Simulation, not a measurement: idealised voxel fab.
Process module heading - voxel self aligned contacts
Section cut is 245 nm wide and gridded with 5 nm square cells.
If you're reading a cross-section in this doc, picture square cells in a grid; it comes to you as bands, top ones listed first down to the bottom, and a band can be one or more rows of cells. It is stipulated that each band's entry specify, in nanometres, the height of the top of the band and then that of its bottom, followed by the materials of the band in left-to-right sequence, each together with its width in nanometres. A single material marked by the word "full width" is understood to fill the band from edge to edge; the word "air" is understood to denote empty space. Note: height 0 marks the level under which the wafer is uniformly one material as received. Lowest band unbounded below, written "top 0, no bottom". Quick explanation for "30 to 40": the width changes in equal steps down the rows of cells, from the first number in the band's top row to the second number in its bottom row. Take "no modifications" at face value: in the step it is given for, the cross-section changed in none of its cells. "Internal closed voids" - sealed voids, min. 8 cells, no opening to top; format: width x height at distance (distance from left edge; nm throughout). If you see something after the settings on a step's line, that's the simulator's own remark about that step. A step's line can hold "overlay nm"; with a mask on that step, the setting says how far right of the planned place the mask lay, while a negative setting says it lay to the left.
Set out below are the planned steps of the process:
| 1 | RECEIVE [material Si] |
| 2 | OXIDIZE [depth nm 5] |
| 3 | DIRECTIONAL_DEP [material polySi] [thk nm 30] |
| 4 | DIRECTIONAL_DEP [material SiN] [thk nm 25] |
| 5 | DIRECTIONAL_DEP [material aC] [thk nm 10] |
| 6 | PATTERN [tone cover] [mask id GATE] [material resist] [width nm 25] [pitch nm 65] [thk nm 25] [overlay nm 0] |
| 7 | DIRECTIONAL_ETCH [etch materials aC] [depth nm 10] |
| 8 | STRIP [etch materials resist] |
| 9 | DIRECTIONAL_ETCH [etch materials SiN] [depth nm 25] |
| 10 | DIRECTIONAL_ETCH [etch materials polySi] [depth nm 30] |
| 11 | STRIP [etch materials aC] |
| 12 | CONFORMAL_DEP [material SiN] [thk nm 10] |
| 13 | DIRECTIONAL_ETCH [etch materials SiN] [depth nm 10] |
| 14 | FILL_DEP [material SiO2] [thk nm 20] |
| 15 | CMP [height nm 65] |
| 16 | PATTERN [tone open] [mask id CONTACT] [material resist] [width nm 50] [thk nm 15] [overlay nm 0] |
| 17 | DIRECTIONAL_ETCH [etch materials SiO2] [depth nm 70] |
| 18 | STRIP [etch materials resist] |
| 19 | CONFORMAL_DEP [material TiN] [thk nm 5] |
| 20 | FILL_DEP [material W] [thk nm 5] |
| 21 | CMP [height nm 65] |
| 22 | CONFORMAL_DEP [material SiN] [thk nm 5] |
As-received state of the wafer in cross-section, equivalent to post-step 1:
> top 0, no bottom: Si full width
> Internal closed voids: none
The following cross-section depicts the wafer upon conclusion of the module. Processing commenced from the starting condition illustrated above and adhered to the plan illustrated above, save for one mistake in execution:
> top 70, bottom 65: SiN full width
> top 65, bottom 55: 95 of SiO2 | 5 to 20 of TiN | 40 to 10 of W | 5 to 20 of TiN | 100 of SiO2
> top 55, bottom 30: 65 of SiO2 | 45 of SiN | 5 of TiN | 10 of W | 5 of TiN | 45 of SiN | 70 of SiO2
> top 30, bottom 15: 65 of SiO2 | 10 of SiN | 25 of polySi | 10 of SiN | 5 of TiN | 10 of W | 5 of TiN | 10 of SiN | 25 of polySi | 10 of SiN | 70 of SiO2
> top 15, bottom 10: 65 of SiO2 | 10 of SiN | 25 of polySi | 10 of SiN | 20 of TiN | 10 of SiN | 25 of polySi | 10 of SiN | 70 of SiO2
> top 10, bottom 0: 75 of SiN | 25 of polySi | 40 of SiN | 25 of polySi | 80 of SiN
> top 0, bottom -5: SiO2 full width
> top -5, no bottom: Si full width
> Internal closed voids: none
Heads up, the wafer didn't run the way we planned it: it was found that steps 12 and 13 of the process plan had been performed in exchanged positions
